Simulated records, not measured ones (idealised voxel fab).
Process module, titled voxel self aligned contacts
Section shown: cut. Width: 300 nm. Cell size: 5 nm, square.
How to read a cross-section here: the picture is a grid of square cells, written as bands going from the top down, and any band can span one or more rows of cells. Each band's line starts with the height of the band's top and of its bottom, in nm. Then come its materials from left to right, each with its width in nm. One material with "everywhere" fills the band from edge to edge. "blank" is empty space. The level at which height equals 0 is the one under which the wafer, as it arrives, is entirely one material. No lower edge exists for the bottom band, which continues downward and is notated as in "0 nm and below". With a width like "30 to 40", each row of cells in the band differs from the next by the same amount, the top row carrying the first number and the bottom row the second. Step marked "nothing got changed"? Then no cell in the cross-section changed in it. The list in "Sealed-off cavities" covers empty spaces of 8 cells or more that cannot reach the top through any open way, and it gives each as width x height at distance; the distance is from the left edge, and width, height and distance are in nm. Post-settings text on a step line: simulator's own remark regarding the step. overlay nm: mask offset rightward from planned place, masked step; negative means leftward offset.
## List of planned process steps
step 1: RECEIVE [material Si]
step 2: OXIDIZE [depth nm 5]
step 3: DIRECTIONAL_DEP [material polySi] [thk nm 30]
step 4: DIRECTIONAL_DEP [material SiN] [thk nm 15]
step 5: MASKED_ETCH [tone cover] [mask id GATE] [width nm 35] [pitch nm 65] [etch materials SiN] [depth nm 15] [overlay nm 0]
step 6: MASKED_ETCH [tone cover] [mask id GATE] [width nm 35] [pitch nm 65] [etch materials polySi] [depth nm 30] [overlay nm 0]
step 7: CONFORMAL_DEP [material SiN] [thk nm 5]
step 8: DIRECTIONAL_ETCH [etch materials SiN] [depth nm 5]
step 9: FILL_DEP [material SiO2] [thk nm 10]
step 10: CMP [height nm 50]
step 11: DIRECTIONAL_DEP [material aC] [thk nm 10]
step 12: PATTERN [tone open] [mask id CONTACT] [material resist] [width nm 40] [thk nm 25] [overlay nm 0]
step 13: DIRECTIONAL_ETCH [etch materials aC] [depth nm 10]
step 14: STRIP [etch materials resist]
step 15: DIRECTIONAL_ETCH [etch materials SiO2] [depth nm 55]
step 16: STRIP [etch materials aC]
step 17: CONFORMAL_DEP [material TiN] [thk nm 5]
step 18: FILL_DEP [material W] [thk nm 10]
step 19: CMP [height nm 50]
step 20: CONFORMAL_DEP [material SiN] [thk nm 5]
## Cross-sectional view of the wafer in its as-received condition, corresponding to the state after step 1
* 0 nm and below  Si everywhere
* Sealed-off cavities: none
## Cross-section at module end, one run error; start and plan unchanged from above
* 55 nm to 50 nm  SiN everywhere
* 50 nm to 45 nm  135 of SiO2, then 10 of TiN, then 10 of W, then 10 of TiN, then 135 of SiO2
* 45 nm to 30 nm  95 of SiO2, then 45 of SiN, then 5 of TiN, then 10 of W, then 5 of TiN, then 45 of SiN, then 95 of SiO2
* 30 nm to 0 nm  95 of SiO2, then 5 of SiN, then 35 of polySi, then 5 of SiN, then 5 of TiN, then 10 of W, then 5 of TiN, then 5 of SiN, then 35 of polySi, then 5 of SiN, then 95 of SiO2
* 0 nm to -5 nm  140 of SiO2, then 20 of TiN, then 140 of SiO2
* -5 nm and below  Si everywhere
* Sealed-off cavities: none
It is concluded that the wafer was processed incorrectly with respect to the plan, in that it should be noted that step 12 was executed with settings other than those planned, the operation and settings actually applied being PATTERN [tone open] [mask id CONTACT] [material resist] [width nm 30] [thk nm 25] [overlay nm 0]
